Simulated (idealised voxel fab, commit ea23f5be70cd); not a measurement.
Process module, titled voxel gate over fins
Section shown: cut. Width: 250 nm. Cell size: 5 nm, square.
Cross-section, as written here: a square-cell grid given band by band from the top down, where a band holds one or more rows of cells.
This entry defines a band. It first specifies the height of the band's top and the height of its bottom in nm, and then specifies the band's materials from left to right, stating each material with its width in nm. The word "edge to edge" identifies a single material that fills the band from edge to edge, while the word "empty" identifies empty space.
Heights from 0 (as-received wafer is one material below). Bottom band endless downward, as "0..down".
Width "30..40": first value at the band's top row of cells, second value at its bottom row, equal change from row to row.
When a step is marked "nothing got changed", none of the cells in the cross-section changed during that step.
Entry "Fully enclosed voids" = empty spaces >= 8 cells with no open way to the top; each as width x height at distance, distance from left edge, all nm.
Step line, after settings: the simulator's comment on this step.
The "overlay nm" setting may appear on a step's line; for a step that uses a mask, it gives how far to the right of its planned position the mask lay, and a negative value indicates the left.

-- Planned step list for the process
1 RECEIVE [material Si]
2 CONFORMAL_DEP [material SiN] [thk nm 5]
3 MASKED_ETCH [tone cover] [mask id FINS] [width nm 15] [pitch nm 35] [etch materials SiN] [depth nm 5] [overlay nm 0]
4 MASKED_ETCH [tone cover] [mask id FINS] [width nm 15] [pitch nm 35] [etch materials Si] [depth nm 35] [overlay nm 0]
5 OXIDIZE [depth nm 5]
6 FILL_DEP [material SiO2] [thk nm 10]
7 CMP [height nm 5]
8 SELECTIVE_ETCH [etch materials SiO2] [depth nm 15]
9 STRIP [etch materials SiN]
10 CONFORMAL_DEP [material HfO2] [thk nm 5]
11 CONFORMAL_DEP [material TiN] [thk nm 5]
12 CONFORMAL_DEP [material TiAl] [thk nm 5]
13 CONFORMAL_DEP [material TiN] [thk nm 5]
14 FILL_DEP [material W] [thk nm 10]
15 CMP [height nm 25]
16 CONFORMAL_DEP [material SiN] [thk nm 10]

-- This is the cross-section of the wafer as we received it, i.e. after step 1
> 0..down: Si edge to edge
> Fully enclosed voids: none

-- Post-module cross-section of the first of two wafers (run per plan)
> 35..25: SiN edge to edge
> 25..20: W edge to edge
> 20..15: 85 nm W, then 80 nm TiN, then 85 nm W
> 15..10: 85 nm W, then 5 nm TiN, then 70 nm TiAl, then 5 nm TiN, then 85 nm W
> 10..5: 90 nm TiN, then 5 nm TiAl, then 25 nm TiN, then 10 nm TiAl, then 25 nm TiN, then 5 nm TiAl, then 90 nm TiN
> 5..0: 95 nm TiAl, then 5 nm TiN, then 15 nm HfO2, then 5 nm TiN, then 10 nm TiAl, then 5 nm TiN, then 15 nm HfO2, then 5 nm TiN, then 95 nm TiAl
> 0..-5: 100 nm TiN, then 5 nm HfO2, then 5 nm Si, then 5 nm HfO2, then 20 nm TiN, then 5 nm HfO2, then 5 nm Si, then 5 nm HfO2, then 100 nm TiN
> -5..-10: 105 nm HfO2, then 5 nm Si, then 30 nm HfO2, then 5 nm Si, then 105 nm HfO2
> -10..-40: 105 nm SiO2, then 5 nm Si, then 30 nm SiO2, then 5 nm Si, then 105 nm SiO2
> -40..down: Si edge to edge
> Fully enclosed voids: none

-- End-of-module cross-section of the second wafer: identical starting point and process plan to the first, with one processing mistake
> 35..25: SiN edge to edge
> 25..20: W edge to edge
> 20..15: TiN edge to edge
> 15..10: TiAl edge to edge
> 10..5: 105 nm TiN, then 5 nm TiAl, then 30 nm TiN, then 5 nm TiAl, then 105 nm TiN
> 5..0: 100 nm HfO2, then 15 nm TiN, then 20 nm HfO2, then 15 nm TiN, then 100 nm HfO2
> 0..-5: 95 nm Si, then 25 nm HfO2, then 10 nm Si, then 25 nm HfO2, then 95 nm Si
> -5..down: Si edge to edge
> Fully enclosed voids: none
What broke from the plan during processing? planned and actual differ for step 3; actual: MASKED_ETCH [tone open] [mask id FINS] [width nm 15] [pitch nm 35] [etch materials SiN] [depth nm 5] [overlay nm 0]
Final difference in cells, second wafer against first, listed per material as more or fewer: HfO2: 4 fewer; Si: 374 more; SiO2: 288 fewer; TiAl: 6 fewer; TiN: 8 fewer; W: 68 fewer
